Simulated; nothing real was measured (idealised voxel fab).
A process module follows: voxel fin reveal.
It is cross-section cut that appears here, measuring 240 nm in width, its square cells being 5 nm in size.
When this document writes out a cross-section, it uses a grid of square cells and lists it as bands, beginning at the top and moving down, with a band standing for one or more rows of cells. Heights first: top, then bottom, in nm. Then materials, left to right, each with a width in nm. "all across" on a single material: fills the band edge to edge. "air": empty space. Heights from 0 (as-received wafer is one material below). Bottom band endless downward, as "top 0, no bottom". Width "30->40": first value at the band's top row of cells, second value at its bottom row, equal change from row to row. Step marked "identical to before"? Then no cell in the cross-section changed in it. "Closed internal voids" lists enclosed empty spaces (at least 8 cells, no open path upward to the top), each as width x height at distance from the left edge, in nm. What comes after the settings on a step's line is commentary from the simulator itself on that step. Among the settings permitted on a step's line is "overlay nm"; applied to a step with a mask, it specifies the extent to which the mask lay to the right of its planned position, whereas a negative figure signifies a position to the left.

## List of planned process steps
1 RECEIVE with material Si
2 CONFORMAL_DEP with material SiN, thk nm 5
3 DIRECTIONAL_DEP with material aC, thk nm 15
4 PATTERN with tone cover, mask id FINS, material resist, width nm 15, pitch nm 45, thk nm 35, overlay nm 0
5 DIRECTIONAL_ETCH with etch materials aC, depth nm 15
6 STRIP with etch materials resist
7 DIRECTIONAL_ETCH with etch materials SiN, depth nm 5
8 DIRECTIONAL_ETCH with etch materials Si, depth nm 35
9 STRIP with etch materials aC
10 FILL_DEP with material SiO2, thk nm 15
11 CMP with height nm 5
12 SELECTIVE_ETCH with etch materials SiO2, depth nm 30
13 STRIP with etch materials SiN
14 CONFORMAL_DEP with material HfO2, thk nm 5

## The following pertains to the first of two wafers, which was processed as planned

## Cross-section of the wafer at receipt, which is the condition after step 1
* top 0, no bottom  Si all across
* Closed internal voids: none

## The wafer, seen in cross-section, after step 2
* top 5, bottom 0  SiN all across
* Unchanged below 0.

## The wafer, seen in cross-section, after step 3
* top 20, bottom 5  aC all across
* Unchanged below 5.

## The wafer, seen in cross-section, after step 4
* top 55, bottom 20  air 65 nm; resist 15 nm; air 30 nm; resist 15 nm; air 30 nm; resist 15 nm; air 70 nm
* Unchanged below 20.

## The wafer, seen in cross-section, after step 5
* top 40, bottom 20  air 65 nm; resist 15 nm; air 30 nm; resist 15 nm; air 30 nm; resist 15 nm; air 70 nm
* top 20, bottom 5  air 65 nm; aC 15 nm; air 30 nm; aC 15 nm; air 30 nm; aC 15 nm; air 70 nm
* Unchanged below 5.

## The wafer, seen in cross-section, after step 6
* top 20, bottom 5  air 65 nm; aC 15 nm; air 30 nm; aC 15 nm; air 30 nm; aC 15 nm; air 70 nm
* Unchanged below 5.

## The wafer, seen in cross-section, after step 7
* top 20, bottom 5  air 65 nm; aC 15 nm; air 30 nm; aC 15 nm; air 30 nm; aC 15 nm; air 70 nm
* top 5, bottom 0  air 65 nm; SiN 15 nm; air 30 nm; SiN 15 nm; air 30 nm; SiN 15 nm; air 70 nm
* Unchanged below 0.

## The wafer, seen in cross-section, after step 8
* top 20, bottom 5  air 65 nm; aC 15 nm; air 30 nm; aC 15 nm; air 30 nm; aC 15 nm; air 70 nm
* top 5, bottom 0  air 65 nm; SiN 15 nm; air 30 nm; SiN 15 nm; air 30 nm; SiN 15 nm; air 70 nm
* top 0, bottom -35  air 65 nm; Si 15 nm; air 30 nm; Si 15 nm; air 30 nm; Si 15 nm; air 70 nm
* Unchanged below -35.

## The wafer, seen in cross-section, after step 9
* top 5, bottom 0  air 65 nm; SiN 15 nm; air 30 nm; SiN 15 nm; air 30 nm; SiN 15 nm; air 70 nm
* Unchanged below 0.

## The wafer, seen in cross-section, after step 10
* top 20, bottom 5  SiO2 all across
* top 5, bottom 0  SiO2 65 nm; SiN 15 nm; SiO2 30 nm; SiN 15 nm; SiO2 30 nm; SiN 15 nm; SiO2 70 nm
* top 0, bottom -35  SiO2 65 nm; Si 15 nm; SiO2 30 nm; Si 15 nm; SiO2 30 nm; Si 15 nm; SiO2 70 nm
* Unchanged below -35.

## The wafer, seen in cross-section, after step 11
* top 5, bottom 0  SiO2 65 nm; SiN 15 nm; SiO2 30 nm; SiN 15 nm; SiO2 30 nm; SiN 15 nm; SiO2 70 nm
* Unchanged below 0.

## The wafer, seen in cross-section, after step 12
* top 5, bottom 0  air 65 nm; SiN 15 nm; air 30 nm; SiN 15 nm; air 30 nm; SiN 15 nm; air 70 nm
* top 0, bottom -25  air 65 nm; Si 15 nm; air 30 nm; Si 15 nm; air 30 nm; Si 15 nm; air 70 nm
* Unchanged below -25.

## The wafer, seen in cross-section, after step 13
* top 0, bottom -25  air 65 nm; Si 15 nm; air 30 nm; Si 15 nm; air 30 nm; Si 15 nm; air 70 nm
* Unchanged below -25.

## The wafer, seen in cross-section, after step 14
* top 5, bottom 0  air 60 nm; HfO2 25 nm; air 20 nm; HfO2 25 nm; air 20 nm; HfO2 25 nm; air 65 nm
* top 0, bottom -20  air 60 nm; HfO2 5 nm; Si 15 nm; HfO2 5 nm; air 20 nm; HfO2 5 nm; Si 15 nm; HfO2 5 nm; air 20 nm; HfO2 5 nm; Si 15 nm; HfO2 5 nm; air 65 nm
* top -20, bottom -25  HfO2 65 nm; Si 15 nm; HfO2 30 nm; Si 15 nm; HfO2 30 nm; Si 15 nm; HfO2 70 nm
* Unchanged below -25.

## Here the second wafer is described. Its start and its plan were those of the first wafer. Its run contained one mistake. Up to and including step 3, it did exactly what the first wafer did

## when step 4 should have ended
* top 55, bottom 20  air 60 nm; resist 25 nm; air 20 nm; resist 25 nm; air 20 nm; resist 25 nm; air 65 nm
* Unchanged below 20.

## when step 5 should have ended
* top 40, bottom 20  air 60 nm; resist 25 nm; air 20 nm; resist 25 nm; air 20 nm; resist 25 nm; air 65 nm
* top 20, bottom 5  air 60 nm; aC 25 nm; air 20 nm; aC 25 nm; air 20 nm; aC 25 nm; air 65 nm
* Unchanged below 5.

## when step 6 should have ended
* top 20, bottom 5  air 60 nm; aC 25 nm; air 20 nm; aC 25 nm; air 20 nm; aC 25 nm; air 65 nm
* Unchanged below 5.

## when step 7 should have ended
* top 20, bottom 5  air 60 nm; aC 25 nm; air 20 nm; aC 25 nm; air 20 nm; aC 25 nm; air 65 nm
* top 5, bottom 0  air 60 nm; SiN 25 nm; air 20 nm; SiN 25 nm; air 20 nm; SiN 25 nm; air 65 nm
* Unchanged below 0.

## when step 8 should have ended
* top 20, bottom 5  air 60 nm; aC 25 nm; air 20 nm; aC 25 nm; air 20 nm; aC 25 nm; air 65 nm
* top 5, bottom 0  air 60 nm; SiN 25 nm; air 20 nm; SiN 25 nm; air 20 nm; SiN 25 nm; air 65 nm
* top 0, bottom -35  air 60 nm; Si 25 nm; air 20 nm; Si 25 nm; air 20 nm; Si 25 nm; air 65 nm
* Unchanged below -35.

## when step 9 should have ended
* top 5, bottom 0  air 60 nm; SiN 25 nm; air 20 nm; SiN 25 nm; air 20 nm; SiN 25 nm; air 65 nm
* Unchanged below 0.

## when step 10 should have ended
* top 20, bottom 5  SiO2 all across
* top 5, bottom 0  SiO2 60 nm; SiN 25 nm; SiO2 20 nm; SiN 25 nm; SiO2 20 nm; SiN 25 nm; SiO2 65 nm
* top 0, bottom -35  SiO2 60 nm; Si 25 nm; SiO2 20 nm; Si 25 nm; SiO2 20 nm; Si 25 nm; SiO2 65 nm
* Unchanged below -35.

## when step 11 should have ended
* top 5, bottom 0  SiO2 60 nm; SiN 25 nm; SiO2 20 nm; SiN 25 nm; SiO2 20 nm; SiN 25 nm; SiO2 65 nm
* Unchanged below 0.

## when step 12 should have ended
* top 5, bottom 0  air 60 nm; SiN 25 nm; air 20 nm; SiN 25 nm; air 20 nm; SiN 25 nm; air 65 nm
* top 0, bottom -25  air 60 nm; Si 25 nm; air 20 nm; Si 25 nm; air 20 nm; Si 25 nm; air 65 nm
* Unchanged below -25.

## when step 13 should have ended
* top 0, bottom -25  air 60 nm; Si 25 nm; air 20 nm; Si 25 nm; air 20 nm; Si 25 nm; air 65 nm
* Unchanged below -25.

## when step 14 should have ended
* top 5, bottom 0  air 55 nm; HfO2 35 nm; air 10 nm; HfO2 35 nm; air 10 nm; HfO2 35 nm; air 60 nm
* top 0, bottom -20  air 55 nm; HfO2 5 nm; Si 25 nm; HfO2 5 nm; air 10 nm; HfO2 5 nm; Si 25 nm; HfO2 5 nm; air 10 nm; HfO2 5 nm; Si 25 nm; HfO2 5 nm; air 60 nm
* top -20, bottom -25  HfO2 60 nm; Si 25 nm; HfO2 20 nm; Si 25 nm; HfO2 20 nm; Si 25 nm; HfO2 65 nm
* Unchanged below -25.
The mistake made against the process plan was this: in deviation from the planned setting, step 4 was conducted as PATTERN with tone cover, mask id FINS, material resist, width nm 25, pitch nm 45, thk nm 35, overlay nm 0
Heads up, by the end the second wafer has more or fewer cells of some materials compared to the first: Si +42; SiO2 -12
